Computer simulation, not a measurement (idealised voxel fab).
Process module name: voxel lift off
In the cross-section labelled cut, the width is 140 nm and each square cell is 5 nm.
In this document a cross-section is written as a grid of square cells. It is given as a series of bands, listed from the top down, and a band is one or more rows of cells. It is stipulated that each band's entry specify, in nanometres, the height of the top of the band and then that of its bottom, followed by the materials of the band in left-to-right sequence, each together with its width in nanometres. A single material marked by the word "throughout" is understood to fill the band from edge to edge; the word "air" is understood to denote empty space. Heights from 0 (as-received wafer is one material below). Bottom band endless downward, as "0 -> down". Per-row width for "30..40": begins at first number (top row of band), ends at second number (bottom row), increment between rows held constant. You'll sometimes find "nothing got changed" written for a step, and that's the way of saying that nowhere in the cross-section did a cell change during that step. The entry "Voids lacking openings" lists the empty spaces that cover at least 8 cells and have no open path to the top. Each is written as width x height at distance, where the distance is measured from the left edge and all three values are in nm. On a step's line, text after the settings is the simulator commenting on that step. Each step line may optionally specify "overlay nm", which for a step with a mask gives the rightward distance between the mask's planned place and where it lay, a negative value indicating the leftward direction.

Intended process steps
| 1 | RECEIVE [material Si] |
| 2 | CONFORMAL_DEP [material Al2O3] [thk nm 15] |
| 3 | PATTERN [tone open] [mask id LINES] [material resist] [width nm 25] [pitch nm 40] [thk nm 20] [overlay nm 0] |
| 4 | DIRECTIONAL_DEP [material Ru] [thk nm 10] |
| 5 | STRIP [etch materials resist] |
| 6 | CONFORMAL_DEP [material SiO2] [thk nm 10] |

As-received state of the wafer in cross-section, equivalent to post-step 1
    0 -> down = Si throughout
    Voids lacking openings: none

Post-module cross-section of the first of two wafers (run per plan)
    35 -> 25 = air 25, SiO2 85, air 30
    25 -> 15 = SiO2 35, Ru 25, SiO2 15, Ru 25, SiO2 40
    15 -> 0 = Al2O3 throughout
    0 -> down = Si throughout
    Voids lacking openings: none

Presented here is a cross-section of the second of the two wafers as it stood at the end of the module. It was started in the same manner and assigned the same plan as the first wafer; however, one mistake was made in its execution
    25 -> 15 = SiO2 throughout
    15 -> 0 = Al2O3 throughout
    0 -> down = Si throughout
    Voids lacking openings: none
In executing the process, a mistake was made relative to the plan: step 4 in the plan did not get run; it was skipped
Cell-count delta at end, second wafer over first, by material: -20 Ru, -14 SiO2
